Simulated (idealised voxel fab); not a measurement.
The following is a process module called voxel lift off.
The width of the displayed cross-section, cut, is 140 nm; its cells are square, with a size of 5 nm.
Think of the cross-section as a grid of square cells. We describe it in bands, top to bottom, and each band covers one or more rows of those cells. Per band: top height and bottom height in nm, followed by the left-to-right materials and their widths in nm; "everywhere" marks a single material spanning edge to edge, "blank" marks empty space. All heights in this document are referenced to 0, defined as the level beneath which the wafer, as received, consists entirely of one material. The lowest band is not bounded below; it extends indefinitely downward and is written in the form "top 0, no bottom". A two-number width, for instance "30..40", indicates that the width is equal to the first number in the top row of the band and to the second number in the bottom row, and that it changes by a constant amount per row of cells. It should be understood that the words "nothing changed", when stated for a given step, signify that the cross-section underwent no change in any of its cells during that step. Each empty space that has no open way to the top and spans at least 8 cells appears under "Internal closed voids" as width x height at distance, the distance counted from the left edge, all in nm. That trailing text on a step's line, after the settings, is the simulator's own remark on the step. A step line may carry the setting "overlay nm", which, for steps involving a mask, states the distance by which the mask lay to the right of its intended position; negative values denote displacement to the left.

Planned process steps
1 RECEIVE,material Si
2 CONFORMAL_DEP,material Al2O3,thk nm 15
3 PATTERN,tone open,mask id LINES,material resist,width nm 25,pitch nm 40,thk nm 20,overlay nm 0
4 DIRECTIONAL_DEP,material Ru,thk nm 10
5 STRIP,etch materials resist
6 CONFORMAL_DEP,material SiO2,thk nm 10

Cross-section of the incoming wafer, state after step 1
> top 0, no bottom: Si everywhere
> Internal closed voids: none

Final wafer profile in cross-section after the module, from the same start and plan as above, with one mistake made during processing
> top 50, bottom 40: 25 of blank; 85 of SiO2; 30 of blank
> top 40, bottom 30: 35 of SiO2; 25 of Ru; 15 of SiO2; 25 of Ru; 40 of SiO2
> top 30, bottom 0: Al2O3 everywhere
> top 0, no bottom: Si everywhere
> Internal closed voids: none
What broke from the plan during processing? step 2 of the plan was carried out twice
